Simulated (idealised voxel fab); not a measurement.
Process module under the name voxel air gaps
The width of the displayed cross-section, cut, is 260 nm; its cells are square, with a size of 5 nm.
A cross-section in this document is a grid of square cells, and it is written down as bands, the top band listed before the ones below it; a band is made up of one or more rows of cells. The band entry comprises the height of the band's top followed by the height of its bottom, expressed in nm, and subsequently the band's materials from left to right, each stated together with its width in nm. Where a single material is marked with the word "throughout", that material fills the band from edge to edge. The word "empty" represents empty space. Convention: height 0 is the level below which the wafer, as received, is all one material. The lowest band does not terminate at the bottom but continues downward, represented as "0 nm and below". The expression "30 to 40" gives the width at the extremes of the band, the first number at its top row of cells and the second at its bottom row, with the width changing by equal amounts from each row to the next in between. Where the words "same as before" appear for a step, the cross-section shows no cell changed by that step; every cell remained as before. Closed-off voids: empty space of 8 cells or more with no open way to the top, each as width x height at its distance from the left edge, in nm. Step line, after settings: the simulator's comment on this step. A step's line can hold "overlay nm"; with a mask on that step, the setting says how far right of the planned place the mask lay, while a negative setting says it lay to the left.
Planned process steps
1,RECEIVE, material Si
2,CONFORMAL_DEP, material SiO2, thk nm 10
3,CONFORMAL_DEP, material SiCN, thk nm 5
4,DIRECTIONAL_DEP, material lowk, thk nm 40
5,DIRECTIONAL_DEP, material aC, thk nm 15
6,PATTERN, tone open, mask id LINES, material resist, width nm 25, pitch nm 50, thk nm 35, overlay nm 0
7,DIRECTIONAL_ETCH, etch materials aC, depth nm 15
8,STRIP, etch materials resist
9,DIRECTIONAL_ETCH, etch materials lowk, depth nm 40
10,STRIP, etch materials aC
11,CONFORMAL_DEP, material TiN, thk nm 5
12,FILL_DEP, material W, thk nm 5
13,CMP, height nm 55
14,EPI, material Ru, thk nm 10
15,SELECTIVE_ETCH, etch materials lowk, depth nm 50
16,CONFORMAL_DEP, material SiCN, thk nm 5
Among the wafers covered here, the point of difference is the thk nm at step 11; their starting state is shared, and the plan presents the value of the first wafer.
Received wafers, first of several: cross-section after step 1
    0 nm and below: Si throughout
    Closed-off voids: none
Cross-sectional representation of the first of several wafers at the end of the module, i.e. after its terminal step, step 16
    70 nm to 65 nm: empty 25; SiCN 205; empty 30
    65 nm to 55 nm: empty 25; SiCN 5; Ru 45; SiCN 5; Ru 45; SiCN 5; Ru 45; SiCN 5; Ru 45; SiCN 5; empty 30
    55 nm to 50 nm: empty 25; SiCN 15; TiN 5; W 15; TiN 5; SiCN 25; TiN 5; W 15; TiN 5; SiCN 25; TiN 5; W 15; TiN 5; SiCN 25; TiN 5; W 15; TiN 5; SiCN 15; empty 30
    50 nm to 20 nm: empty 35; SiCN 5; TiN 5; W 15; TiN 5; SiCN 5; empty 15; SiCN 5; TiN 5; W 15; TiN 5; SiCN 5; empty 15; SiCN 5; TiN 5; W 15; TiN 5; SiCN 5; empty 15; SiCN 5; TiN 5; W 15; TiN 5; SiCN 5; empty 40
    20 nm to 15 nm: SiCN 40; TiN 25; SiCN 25; TiN 25; SiCN 25; TiN 25; SiCN 25; TiN 25; SiCN 45
    15 nm to 10 nm: SiCN throughout
    10 nm to 0 nm: SiO2 throughout
    0 nm and below: Si throughout
    Closed-off voids: 15 x 30 at 70; 15 x 30 at 120; 15 x 30 at 170
Final wafer of several, shown in cross-section at the end of the module
    70 nm to 65 nm: empty 25; SiCN 205; empty 30
    65 nm to 55 nm: empty 25; SiCN 5; Ru 45; SiCN 5; Ru 45; SiCN 5; Ru 45; SiCN 5; Ru 45; SiCN 5; empty 30
    55 nm to 50 nm: empty 25; SiCN 15; TiN 25; SiCN 25; TiN 25; SiCN 25; TiN 25; SiCN 25; TiN 25; SiCN 15; empty 30
    50 nm to 20 nm: empty 35; SiCN 5; TiN 25; SiCN 5; empty 15; SiCN 5; TiN 25; SiCN 5; empty 15; SiCN 5; TiN 25; SiCN 5; empty 15; SiCN 5; TiN 25; SiCN 5; empty 40
    20 nm to 15 nm: SiCN 40; TiN 25; SiCN 25; TiN 25; SiCN 25; TiN 25; SiCN 25; TiN 25; SiCN 45
    15 nm to 10 nm: SiCN throughout
    10 nm to 0 nm: SiO2 throughout
    0 nm and below: Si throughout
    Closed-off voids: 15 x 30 at 70; 15 x 30 at 120; 15 x 30 at 170
Every row in this table is a wafer at the end of the module, and it gives, for each of the materials, the cells that wafer has gained (+) or lost (-) since it was received, then its closed voids
thk nm 5 | +72 Ru | +204 SiCN | +104 SiO2 | +76 TiN | +84 W | Closed-off voids: 15 x 30 at 70; 15 x 30 at 120; 15 x 30 at 170
thk nm 10 | +72 Ru | +204 SiCN | +104 SiO2 | +136 TiN | +24 W | Closed-off voids: 15 x 30 at 70; 15 x 30 at 120; 15 x 30 at 170
thk nm 15 | +72 Ru | +204 SiCN | +104 SiO2 | +160 TiN | Closed-off voids: 15 x 30 at 70; 15 x 30 at 120; 15 x 30 at 170
thk nm 20 | +72 Ru | +204 SiCN | +104 SiO2 | +160 TiN | Closed-off voids: 15 x 30 at 70; 15 x 30 at 120; 15 x 30 at 170
